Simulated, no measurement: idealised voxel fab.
process module | voxel transistor to metal
We display cut, a cross-section 215 nm in width whose square cells are each 5 nm.
Reading order for cross-sections: top band down to bottom band. Underlying form: a grid of square cells. Band size: one or more rows of cells. Top height, bottom height, nm. Materials left to right, width each, nm. Single material + "throughout" = fills band edge to edge. "empty" = empty. Beneath 0, the wafer as received is one material, and that level is where height counting begins. The lowest band goes on downward without a bottom; it is written like "z 0 and below". Width: "30..40" (first number = top row, second number = bottom row, same change from row to row of cells). You'll sometimes find "no change" written for a step, and that's the way of saying that nowhere in the cross-section did a cell change during that step. "Sealed voids" lists enclosed empty spaces (at least 8 cells, no open path upward to the top), each as width x height at distance from the left edge, in nm. Heads up: the bit after the settings on a step's line is the simulator's remark on that step. Steps that use a mask can have "overlay nm" on their line. It says how far the mask sat to the right of where it was meant to be. Negative means to the left.
## The process steps that were planned are listed below
1 RECEIVE,material Si
2 OXIDIZE,depth nm 5
3 CONFORMAL_DEP,material SiN,thk nm 15
4 PATTERN,tone cover,mask id ACTIVE,material resist,width nm 100,thk nm 20,overlay nm 0
5 DIRECTIONAL_ETCH,etch materials SiN,depth nm 15
6 DIRECTIONAL_ETCH,etch materials SiO2,depth nm 5
7 DIRECTIONAL_ETCH,etch materials Si,depth nm 20
8 STRIP,etch materials resist
9 FILL_DEP,material SiO2,thk nm 15
10 CMP,height nm 15
11 SELECTIVE_ETCH,etch materials SiO2,depth nm 10
12 STRIP,etch materials SiN
13 SELECTIVE_ETCH,etch materials SiO2,depth nm 5
14 OXIDIZE,depth nm 5
15 DIRECTIONAL_DEP,material polySi,thk nm 20
16 DIRECTIONAL_DEP,material SiCN,thk nm 10
17 PATTERN,tone cover,mask id GATE,material resist,width nm 20,thk nm 15,overlay nm 0
18 DIRECTIONAL_ETCH,etch materials SiCN,depth nm 20
19 DIRECTIONAL_ETCH,etch materials polySi,depth nm 30
20 STRIP,etch materials resist
21 CONFORMAL_DEP,material SiN,thk nm 5
22 DIRECTIONAL_ETCH,etch materials SiN,depth nm 5
23 DIRECTIONAL_ETCH,etch materials SiO2,depth nm 5
24 DIRECTIONAL_ETCH,etch materials Si,depth nm 5
25 EPI,material SiGe,thk nm 5
26 FILL_DEP,material SiO2,thk nm 10
27 CMP,height nm 25
28 DIRECTIONAL_DEP,material SiO2,thk nm 15
29 PATTERN,tone open,mask id CONTACT,material resist,width nm 30,pitch nm 60,thk nm 20,overlay nm 0
30 DIRECTIONAL_ETCH,etch materials SiO2,depth nm 50
31 STRIP,etch materials resist
32 CONFORMAL_DEP,material TiN,thk nm 5
33 FILL_DEP,material W,thk nm 5
34 CMP,height nm 40
35 DIRECTIONAL_DEP,material TiN,thk nm 5
36 DIRECTIONAL_DEP,material Ru,thk nm 10
37 PATTERN,tone cover,mask id METAL_1,material resist,width nm 15,pitch nm 75,thk nm 15,overlay nm 0
38 DIRECTIONAL_ETCH,etch materials Ru,depth nm 20
39 DIRECTIONAL_ETCH,etch materials TiN,depth nm 5
40 STRIP,etch materials resist
41 FILL_DEP,material lowk,thk nm 10
42 CMP,height nm 65
43 CONFORMAL_DEP,material SiN,thk nm 5
All wafers enter the flow in the same state. The thk nm at step 36 differs from wafer to wafer, and the plan gives the value for the first wafer.
## first wafer as received, after step 1
- z 0 and below  Si throughout
- Sealed voids: none
## Per wafer (row), end of module: delta in cells per material since receipt, (+) for gained, (-) for lost; closed voids after that
thk nm 10; +12 Ru; -169 Si; +8 SiCN; +16 SiGe; +57 SiN; +341 SiO2; +54 TiN; +70 W; +197 lowk; +16 polySi; Sealed voids: none
thk nm 15; +18 Ru; -169 Si; +8 SiCN; +16 SiGe; +57 SiN; +341 SiO2; +54 TiN; +70 W; +191 lowk; +16 polySi; Sealed voids: none
thk nm 20; +24 Ru; -169 Si; +8 SiCN; +16 SiGe; +57 SiN; +341 SiO2; +54 TiN; +70 W; +185 lowk; +16 polySi; Sealed voids: none
thk nm 25; +61 Ru; -169 Si; +8 SiCN; +16 SiGe; +57 SiN; +341 SiO2; +91 TiN; +70 W; +111 lowk; +16 polySi; Sealed voids: none
thk nm 30; +98 Ru; -169 Si; +8 SiCN; +16 SiGe; +57 SiN; +341 SiO2; +91 TiN; +70 W; +74 lowk; +16 polySi; Sealed voids: none
thk nm 35; +135 Ru; -169 Si; +8 SiCN; +16 SiGe; +57 SiN; +341 SiO2; +91 TiN; +70 W; +37 lowk; +16 polySi; Sealed voids: none
